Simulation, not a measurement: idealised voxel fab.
The process module that follows is named voxel fin reveal.
Pictured: cross-section cut, 185 nm wide, on a grid of 5 nm square cells.
Format of a cross-section: grid, square cells. Given as bands. Order: top down. Band: one or more rows of cells. Band: top height; bottom height; in nm. Then, left to right: material with width in nm, for each material. "all across": a single material spanning edge to edge. "blank": empty space. Zero point of the height axis is 0; under it, received wafer = one material. Lowest band: continues down indefinitely, "0..down". Graded width ("30 to 40"): value in top row of band = first number; value in bottom row = second number; row-to-row change constant. You'll sometimes find "same as before" written for a step, and that's the way of saying that nowhere in the cross-section did a cell change during that step. Look at "Closed void inventory" for the closed voids: empty spaces with no open path to the top, sized 8 cells or up. Each is width x height at distance, distance from the left edge, all nm. Formally, on a step line, whatever follows the settings is a remark that the simulator itself makes on the step. "overlay nm" denotes, for a step that has a mask, the displacement of the mask to the right of its planned place, with negative values corresponding to the left.

### The following list gives the planned process steps
| 1 | RECEIVE [material Si] |
| 2 | CONFORMAL_DEP [material SiN] [thk nm 5] |
| 3 | DIRECTIONAL_DEP [material aC] [thk nm 15] |
| 4 | PATTERN [tone cover] [mask id FINS] [material resist] [width nm 15] [pitch nm 45] [thk nm 35] [overlay nm 0] |
| 5 | DIRECTIONAL_ETCH [etch materials aC] [depth nm 15] |
| 6 | STRIP [etch materials resist] |
| 7 | DIRECTIONAL_ETCH [etch materials SiN] [depth nm 5] |
| 8 | DIRECTIONAL_ETCH [etch materials Si] [depth nm 35] |
| 9 | STRIP [etch materials aC] |
| 10 | OXIDIZE [depth nm 5] |
| 11 | FILL_DEP [material SiO2] [thk nm 10] |
| 12 | CMP [height nm 5] |
| 13 | SELECTIVE_ETCH [etch materials SiO2] [depth nm 20] |
| 14 | STRIP [etch materials SiN] |
| 15 | CONFORMAL_DEP [material SiO2] [thk nm 5] |

### Wafer cross-section on receipt, i.e. after step 1
  0..down: Si all across
  Closed void inventory: none

### First of two wafers at the end of the module, shown in cross-section; run carried out as planned
  5..0: blank: 60 | SiO2: 15 | blank: 30 | SiO2: 15 | blank: 65
  0..-10: blank: 60 | SiO2: 5 | Si: 5 | SiO2: 5 | blank: 30 | SiO2: 5 | Si: 5 | SiO2: 5 | blank: 65
  -10..-40: SiO2: 65 | Si: 5 | SiO2: 40 | Si: 5 | SiO2: 70
  -40..down: Si all across
  Closed void inventory: none

### Wafer two, end of module, cross-section. Same start, same plan as wafer one. One mistake in the run
  5..0: blank: 60 | SiO2: 20 | blank: 25 | SiO2: 20 | blank: 60
  0..-10: blank: 60 | SiO2: 5 | Si: 10 | SiO2: 5 | blank: 25 | SiO2: 5 | Si: 10 | SiO2: 5 | blank: 60
  -10..-40: SiO2: 65 | Si: 10 | SiO2: 35 | Si: 10 | SiO2: 65
  -40..down: Si all across
  Closed void inventory: none
Plan not followed: step 4 changed vs plan, executed as PATTERN [tone cover] [mask id FINS] [material resist] [width nm 20] [pitch nm 45] [thk nm 35] [overlay nm 0]
Final comparison by cell count, materials where the second wafer has more or fewer than the first: 16 more of Si; 10 fewer of SiO2
